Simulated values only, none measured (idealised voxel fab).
The document below concerns the process module designated voxel released beams.
Shown is cross-section cut, with a width of 300 nm and square cells of size 5 nm.
Square cells in a grid make up a cross-section in this document, and the grid is given as bands, listed from the top down, each one or more rows of cells.
Heights first: top, then bottom, in nm. Then materials, left to right, each with a width in nm. "full width" on a single material: fills the band edge to edge. "air": empty space.
Below 0: as-received wafer, all one material; heights counted from there. Lowest band: no bottom, goes on down, written "from 0 down".
The expression "30->40" gives the width at the extremes of the band, the first number at its top row of cells and the second at its bottom row, with the width changing by equal amounts from each row to the next in between.
Take "nothing was modified" at face value: in the step it is given for, the cross-section changed in none of its cells.
If an empty space has no open way to the top and is at least 8 cells in size, "Completely enclosed voids" lists it, written width x height at distance, where distance is measured from the left edge and every value is in nm.
Note: text after step settings on the step line = simulator remark on that step.
The line of a step may include "overlay nm". On a step with a mask, this value is how far to the right of its planned place the mask lay. A negative value means the mask lay to the left.
-- Steps planned for the process
1) RECEIVE [material Si]
2) CONFORMAL_DEP [material SiN] [thk nm 10]
3) DIRECTIONAL_DEP [material SiO2] [thk nm 20]
4) MASKED_ETCH [tone open] [mask id ANCHOR] [width nm 40] [etch materials SiO2] [depth nm 20] [overlay nm 0]
5) CONFORMAL_DEP [material W] [thk nm 15]
6) DIRECTIONAL_DEP [material aC] [thk nm 15]
7) PATTERN [tone cover] [mask id BEAM] [material resist] [width nm 100] [thk nm 30] [overlay nm 0]
8) DIRECTIONAL_ETCH [etch materials aC] [depth nm 15]
9) STRIP [etch materials resist]
10) DIRECTIONAL_ETCH [etch materials W] [depth nm 15]
11) STRIP [etch materials aC]
12) STRIP [etch materials SiO2]
-- Shown in cross-section is the wafer as received, that is, as it stands after step 1
* from 0 down  Si full width
* Completely enclosed voids: none
-- Cross-section, first of two wafers, end of module, run as planned
* from 45 to 30  air 95; W 20; air 10; W 70; air 105
* from 30 to 25  air 100; W 15; air 10; W 15; air 160
* from 25 to 10  air 100; W 40; air 160
* from 10 to 0  SiN full width
* from 0 down  Si full width
* Completely enclosed voids: none
-- Second of two wafers, module complete, sectioned: it shares the first wafer's start and plan but was run with one mistake
* from 45 to 30  air 100; W 15; air 10; W 75; air 100
* from 30 to 25  air 100; W 15; air 10; W 15; air 160
* from 25 to 10  air 100; W 40; air 160
* from 10 to 0  SiN full width
* from 0 down  Si full width
* Completely enclosed voids: none
Which mistake was made when the wafer was run? step 7, actual vs plan mismatch, actual run PATTERN [tone cover] [mask id BEAM] [material resist] [width nm 100] [thk nm 30] [overlay nm 5]
By the end, you'd get the same cell count for each material on either wafer, but the second wafer puts them somewhere else.
